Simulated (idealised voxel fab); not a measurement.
voxel self aligned contacts: a process module
Square cells of 5 nm make up the cross-section cut, whose width is 185 nm.
Throughout this document, each cross-section is represented as a grid of square cells and is presented as a sequence of bands enumerated from the top downward, where a band comprises one or more rows of cells.
Within each band entry, the heights of the top and of the bottom of the band appear first, in that order and in nm; the materials of the band then follow from left to right, each with its corresponding width in nm. The designation "full width" on a single material indicates that it fills the band from edge to edge; the designation "empty" indicates empty space.
Height 0 is the level under which the wafer as received is all one material. The lowest band goes on downwards, as in "0 down".
A two-number width, for instance "30..40", indicates that the width is equal to the first number in the top row of the band and to the second number in the bottom row, and that it changes by a constant amount per row of cells.
Step marked "nothing different"? Then no cell in the cross-section changed in it.
Basically, "Voids, enclosed" tells you about the enclosed voids: empty spaces with no open way to the top, 8 cells or bigger, each written width x height at distance, where distance is from the left edge, all in nm.
Past the settings on a step's line: simulator remark, on that step.
"overlay nm", when on a step's line for a step with a mask, measures how far to the right of its planned place the mask lay; a negative measure means to the left.
-- This section lists the process steps that were planned
1. RECEIVE | material Si
2. CONFORMAL_DEP | material SiO2 | thk nm 5
3. DIRECTIONAL_DEP | material polySi | thk nm 25
4. DIRECTIONAL_DEP | material SiN | thk nm 25
5. DIRECTIONAL_DEP | material aC | thk nm 15
6. PATTERN | tone cover | mask id GATE | material resist | width nm 30 | pitch nm 75 | thk nm 30 | overlay nm 0
7. DIRECTIONAL_ETCH | etch materials aC | depth nm 15
8. STRIP | etch materials resist
9. DIRECTIONAL_ETCH | etch materials SiN | depth nm 25
10. DIRECTIONAL_ETCH | etch materials polySi | depth nm 25
11. STRIP | etch materials aC
12. CONFORMAL_DEP | material SiN | thk nm 10
13. DIRECTIONAL_ETCH | etch materials SiN | depth nm 10
14. FILL_DEP | material SiO2 | thk nm 15
15. CMP | height nm 60
16. MASKED_ETCH | tone open | mask id CONTACT | width nm 55 | etch materials SiO2 | depth nm 60 | overlay nm 0
17. CONFORMAL_DEP | material TiN | thk nm 5
18. FILL_DEP | material Ru | thk nm 10
19. CMP | height nm 60
20. CONFORMAL_DEP | material SiCN | thk nm 5
-- Cross-section, incoming material, after step 1
> 0 down | Si full width
> Voids, enclosed: none
-- Cross-section, end of module. Start: as above. Plan: as above. Execution: one mistake
> 65 to 60 | SiCN full width
> 60 to 55 | SiO2=30, SiCN=50, TiN=5, Ru=15, TiN=5, SiCN=50, SiO2=30
> 55 to 30 | SiO2=30, SiCN=10, SiN=30, SiCN=10, TiN=5, Ru=15, TiN=5, SiCN=10, SiN=30, SiCN=10, SiO2=30
> 30 to 20 | SiO2=30, SiCN=10, polySi=30, SiCN=10, TiN=5, Ru=15, TiN=5, SiCN=10, polySi=30, SiCN=10, SiO2=30
> 20 to 15 | SiO2=30, SiCN=10, polySi=30, SiCN=10, TiN=25, SiCN=10, polySi=30, SiCN=10, SiO2=30
> 15 to 5 | SiCN=40, polySi=30, SiCN=45, polySi=30, SiCN=40
> 5 to 0 | SiO2 full width
> 0 down | Si full width
> Voids, enclosed: none
The plan and the run diverged here: step 12 went in with a setting other than planned; the actual run was CONFORMAL_DEP | material SiCN | thk nm 10
